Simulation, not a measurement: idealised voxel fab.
Herein follows the process module entitled voxel wiring stack.
The cross-section shown here is cut; it is 235 nm wide and divided into square cells measuring 5 nm on a side.
Think of the cross-section as a grid of square cells. We describe it in bands, top to bottom, and each band covers one or more rows of those cells.
Band: top height; bottom height; in nm. Then, left to right: material with width in nm, for each material. "full width": a single material spanning edge to edge. "blank": empty space.
Height is counted from the level 0, under which the received wafer is composed throughout of one material. The lowest of the bands is not closed at the bottom but continues downward, in the notation "top 0, no bottom".
The expression "30 to 40" gives the width at the extremes of the band, the first number at its top row of cells and the second at its bottom row, with the width changing by equal amounts from each row to the next in between.
"everything unchanged" (step): cross-section cells unchanged, all of them.
"Voids, enclosed" - sealed voids, min. 8 cells, no opening to top; format: width x height at distance (distance from left edge; nm throughout).
What comes after the settings on a step's line is commentary from the simulator itself on that step.
overlay nm, on a step with a mask: how far to the right of its planned place the mask lay; to the left if negative
THE PROCESS STEPS THAT WERE PLANNED ARE LISTED BELOW
1,RECEIVE | material Si
2,CONFORMAL_DEP | material SiO2 | thk nm 15
3,DIRECTIONAL_DEP | material TiN | thk nm 5
4,DIRECTIONAL_DEP | material W | thk nm 25
5,PATTERN | tone cover | mask id METAL_1 | material resist | width nm 20 | pitch nm 40 | thk nm 15 | overlay nm 0
6,DIRECTIONAL_ETCH | etch materials W | depth nm 25
7,DIRECTIONAL_ETCH | etch materials TiN | depth nm 5
8,STRIP | etch materials resist
9,FILL_DEP | material lowk | thk nm 5
10,CMP | height nm 45
11,CONFORMAL_DEP | material SiCN | thk nm 5
12,DIRECTIONAL_DEP | material SiO2 | thk nm 15
13,PATTERN | tone open | mask id PLUG_1 | material resist | width nm 15 | pitch nm 40 | thk nm 20 | overlay nm 0
14,DIRECTIONAL_ETCH | etch materials SiO2 | depth nm 15
15,DIRECTIONAL_ETCH | etch materials SiCN | depth nm 5
16,STRIP | etch materials resist
17,CONFORMAL_DEP | material TiN | thk nm 5
18,FILL_DEP | material W | thk nm 10
19,CMP | height nm 65
20,CONFORMAL_DEP | material SiCN | thk nm 5
21,DIRECTIONAL_DEP | material SiO2 | thk nm 20
22,PATTERN | tone open | mask id METAL_2 | material resist | width nm 20 | pitch nm 40 | thk nm 15 | overlay nm 0
23,DIRECTIONAL_ETCH | etch materials SiO2 | depth nm 20
24,DIRECTIONAL_ETCH | etch materials SiCN | depth nm 5
25,STRIP | etch materials resist
26,CONFORMAL_DEP | material TiN | thk nm 5
27,FILL_DEP | material Cu | thk nm 10
28,CMP | height nm 90
29,EPI | material Ru | thk nm 5
30,FILL_DEP | material SiCN | thk nm 5
31,DIRECTIONAL_DEP | material lowk | thk nm 30
32,PATTERN | tone open | mask id METAL_3 | material resist | width nm 20 | pitch nm 40 | thk nm 20 | overlay nm 0
33,DIRECTIONAL_ETCH | etch materials lowk | depth nm 20
34,STRIP | etch materials resist
35,DIRECTIONAL_DEP | material aC | thk nm 10
36,PATTERN | tone open | mask id METAL_3_HOLES | material resist | width nm 15 | thk nm 25 | overlay nm 0
37,DIRECTIONAL_ETCH | etch materials aC | depth nm 10
38,STRIP | etch materials resist
39,DIRECTIONAL_ETCH | etch materials lowk | depth nm 10
40,DIRECTIONAL_ETCH | etch materials SiCN | depth nm 5
41,STRIP | etch materials aC
42,CONFORMAL_DEP | material TiN | thk nm 5
43,FILL_DEP | material Ru | thk nm 5
44,CMP | height nm 130
45,CONFORMAL_DEP | material SiCN | thk nm 5
46,DIRECTIONAL_DEP | material lowk | thk nm 10
47,DIRECTIONAL_DEP | material aC | thk nm 10
48,PATTERN | tone open | mask id PLUG_3 | material resist | width nm 15 | pitch nm 40 | thk nm 25 | overlay nm 0
49,DIRECTIONAL_ETCH | etch materials aC | depth nm 10
50,STRIP | etch materials resist
51,DIRECTIONAL_ETCH | etch materials lowk | depth nm 10
52,DIRECTIONAL_ETCH | etch materials SiCN | depth nm 5
53,STRIP | etch materials aC
54,CONFORMAL_DEP | material TiN | thk nm 5
55,FILL_DEP | material Cu | thk nm 5
56,CMP | height nm 145
57,DIRECTIONAL_DEP | material TiN | thk nm 5
58,DIRECTIONAL_DEP | material Ru | thk nm 15
59,DIRECTIONAL_DEP | material aC | thk nm 10
60,PATTERN | tone cover | mask id METAL_4 | material resist | width nm 20 | pitch nm 40 | thk nm 30 | overlay nm 0
61,DIRECTIONAL_ETCH | etch materials aC | depth nm 10
62,STRIP | etch materials resist
63,DIRECTIONAL_ETCH | etch materials Ru | depth nm 15
64,DIRECTIONAL_ETCH | etch materials TiN | depth nm 5
65,STRIP | etch materials aC
66,CONFORMAL_DEP | material SiN | thk nm 5
67,FILL_DEP | material SiO2 | thk nm 10
68,CMP | height nm 165
69,CONFORMAL_DEP | material SiCN | thk nm 5
THIS IS THE CROSS-SECTION OF THE WAFER AS WE RECEIVED IT, I.E. AFTER STEP 1
- top 0, no bottom: Si full width
- Voids, enclosed: none
CROSS-SECTION: FIRST OF TWO WAFERS, MODULE FINISHED, RUN ACCORDING TO PLAN
- top 170, bottom 165: SiCN full width
- top 165, bottom 150: SiO2 80  SiN 5  Ru 20  SiN 5  SiO2 10  SiN 5  Ru 20  SiN 5  SiO2 85
- top 150, bottom 145: SiN 85  TiN 20  SiN 20  TiN 20  SiN 90
- top 145, bottom 135: lowk 85  TiN 5  Cu 5  TiN 5  lowk 25  TiN 5  Cu 5  TiN 5  lowk 95
- top 135, bottom 130: SiCN 85  TiN 15  SiCN 25  TiN 15  SiCN 95
- top 130, bottom 115: lowk 85  TiN 5  Ru 10  TiN 5  lowk 20  TiN 5  Ru 10  TiN 5  lowk 90
- top 115, bottom 110: lowk 85  TiN 5  Ru 5  TiN 10  lowk 20  TiN 20  lowk 90
- top 110, bottom 100: lowk 85  TiN 5  Ru 5  TiN 5  lowk 135
- top 100, bottom 95: SiCN 85  TiN 15  SiCN 135
- top 95, bottom 90: SiCN 80  Ru 30  SiCN 10  Ru 30  SiCN 85
- top 90, bottom 70: SiO2 85  TiN 5  Cu 10  TiN 5  SiO2 20  TiN 5  Cu 10  TiN 5  SiO2 90
- top 70, bottom 65: SiCN 85  TiN 20  SiCN 20  TiN 20  SiCN 90
- top 65, bottom 50: SiO2 85  TiN 5  W 5  TiN 5  SiO2 25  TiN 5  W 5  TiN 5  SiO2 95
- top 50, bottom 45: SiCN 85  TiN 15  SiCN 25  TiN 15  SiCN 95
- top 45, bottom 20: lowk 85  W 20  lowk 20  W 20  lowk 90
- top 20, bottom 15: lowk 85  TiN 20  lowk 20  TiN 20  lowk 90
- top 15, bottom 0: SiO2 full width
- top 0, no bottom: Si full width
- Voids, enclosed: none
END-OF-MODULE CROSS-SECTION OF THE SECOND WAFER: IDENTICAL STARTING POINT AND PROCESS PLAN TO THE FIRST, WITH ONE PROCESSING MISTAKE
- top 170, bottom 165: SiCN full width
- top 165, bottom 150: SiO2 80  SiN 5  Ru 20  SiN 5  SiO2 10  SiN 5  Ru 20  SiN 5  SiO2 85
- top 150, bottom 145: SiN 85  TiN 20  SiN 20  TiN 20  SiN 90
- top 145, bottom 135: lowk 85  TiN 5  Cu 5  TiN 5  lowk 25  TiN 5  Cu 5  TiN 5  lowk 95
- top 135, bottom 130: SiCN 85  TiN 15  SiCN 25  TiN 15  SiCN 95
- top 130, bottom 115: lowk 85  TiN 5  Ru 10  TiN 5  lowk 20  TiN 5  Ru 10  TiN 5  lowk 90
- top 115, bottom 110: lowk 85  TiN 5  Ru 5  TiN 10  lowk 20  TiN 20  lowk 90
- top 110, bottom 100: lowk 85  TiN 5  Ru 5  TiN 5  lowk 135
- top 100, bottom 95: SiCN 85  TiN 15  SiCN 135
- top 95, bottom 90: SiCN 80  Ru 30  SiCN 10  Ru 30  SiCN 85
- top 90, bottom 70: SiO2 85  TiN 5  Cu 10  TiN 5  SiO2 20  TiN 5  Cu 10  TiN 5  SiO2 90
- top 70, bottom 65: SiCN 85  TiN 20  SiCN 20  TiN 20  SiCN 90
- top 65, bottom 50: SiO2 85  TiN 5  W 5  TiN 5  SiO2 25  TiN 5  W 5  TiN 5  SiO2 95
- top 50, bottom 45: SiCN 85  TiN 15  SiCN 25  TiN 15  SiCN 95
- top 45, bottom 35: lowk 85  W 20  lowk 20  W 20  lowk 90
- top 35, bottom 30: lowk 85  TiN 20  lowk 20  TiN 20  lowk 90
- top 30, bottom 0: SiO2 full width
- top 0, no bottom: Si full width
- Voids, enclosed: none
Diagnosis: plan step 2 was conducted twice
Final wafer comparison in cells, second versus first, more or fewer per material: +141 SiO2, -24 W, -117 lowk
